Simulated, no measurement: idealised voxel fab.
Module name: voxel self aligned vias (process module)
225 nm wide, 5 nm square cells: that's cross-section cut.
Each cross-section below is a grid of square cells, stated as bands in top-down order, with one or more rows of cells making up each band.
In this notation a band is specified by the heights of its top and bottom, in that order and in nm, after which its materials appear from left to right, each paired with its width in nm. The word "all across" attached to a single material means that material fills the band from edge to edge; the word "air" stands for empty space.
Zero point of the height axis is 0; under it, received wafer = one material. Lowest band: continues down indefinitely, "0..down".
With a width like "30 to 40", each row of cells in the band differs from the next by the same amount, the top row carrying the first number and the bottom row the second.
You'll sometimes find "no modifications" written for a step, and that's the way of saying that nowhere in the cross-section did a cell change during that step.
So "Sealed voids" is basically the list of trapped voids: any empty space of 8 cells or more that can't reach the top through an opening. They're written width x height at distance, the distance being from the left edge, and it's all nm.
It should be noted that, on the line of a given step, the content following the step's settings is a remark produced by the simulator itself with respect to that step.
The setting "overlay nm" may be written on the line of a step. When the step uses a mask, the value reports how far to the right of the planned place the mask lay, and a negative value reports that it lay to the left.
# Below is the list of planned process steps
1 RECEIVE: material Si
2 CONFORMAL_DEP: material SiO2, thk nm 15
3 CONFORMAL_DEP: material SiCN, thk nm 5
4 DIRECTIONAL_DEP: material SiO2, thk nm 30
5 DIRECTIONAL_DEP: material aC, thk nm 15
6 PATTERN: tone open, mask id LINES, material resist, width nm 20, pitch nm 55, thk nm 30, overlay nm 0
7 DIRECTIONAL_ETCH: etch materials aC, depth nm 15
8 STRIP: etch materials resist
9 DIRECTIONAL_ETCH: etch materials SiO2, depth nm 30
10 STRIP: etch materials aC
11 CONFORMAL_DEP: material TiN, thk nm 5
12 FILL_DEP: material Ru, thk nm 5
13 CMP: height nm 50
14 SELECTIVE_ETCH: etch materials W Ru TiN, depth nm 5
15 FILL_DEP: material SiN, thk nm 10
16 CMP: height nm 50
17 DIRECTIONAL_DEP: material SiO2, thk nm 15
18 PATTERN: tone open, mask id VIAS, material resist, width nm 40, pitch nm 55, thk nm 15, overlay nm 0
19 DIRECTIONAL_ETCH: etch materials SiO2, depth nm 15
20 DIRECTIONAL_ETCH: etch materials SiN, depth nm 5
21 STRIP: etch materials resist
22 CONFORMAL_DEP: material TiN, thk nm 5
23 FILL_DEP: material Cu, thk nm 5
24 CMP: height nm 65
25 CONFORMAL_DEP: material SiN, thk nm 5
# The cross-section here shows the wafer as received, i.e. in its state after step 1
0..down  Si all across
Sealed voids: none
# Here's the cross-section of the first of our two wafers at the end of the module - it ran as planned
70..65  SiN all across
65..55  65 SiO2 / 5 TiN / 30 Cu / 5 TiN / 15 SiO2 / 5 TiN / 30 Cu / 5 TiN / 65 SiO2
55..50  65 SiO2 / 15 TiN / 10 Cu / 15 TiN / 15 SiO2 / 15 TiN / 10 Cu / 15 TiN / 65 SiO2
50..45  75 SiO2 / 20 TiN / 35 SiO2 / 20 TiN / 75 SiO2
45..25  75 SiO2 / 5 TiN / 10 Ru / 5 TiN / 35 SiO2 / 5 TiN / 10 Ru / 5 TiN / 75 SiO2
25..20  75 SiO2 / 20 TiN / 35 SiO2 / 20 TiN / 75 SiO2
20..15  SiCN all across
15..0  SiO2 all across
0..down  Si all across
Sealed voids: none
# This is the second of the two wafers, cross-sectioned at the end of the module; it started exactly like the first and was given the same plan, but it was run with one mistake
70..65  SiN all across
65..55  65 SiO2 / 5 TiN / 30 Cu / 5 TiN / 15 SiO2 / 5 TiN / 30 Cu / 5 TiN / 65 SiO2
55..50  65 SiO2 / 40 TiN / 15 SiO2 / 40 TiN / 65 SiO2
50..45  SiCN all across
45..0  SiO2 all across
0..down  Si all across
Sealed voids: none
Plan not followed: steps 3 and 4 of the plan were each performed in the slot designated for the other
End check, counted in cells, second wafer has more or fewer of these materials than the first: Cu -4; Ru -16; SiO2 +48; TiN -28
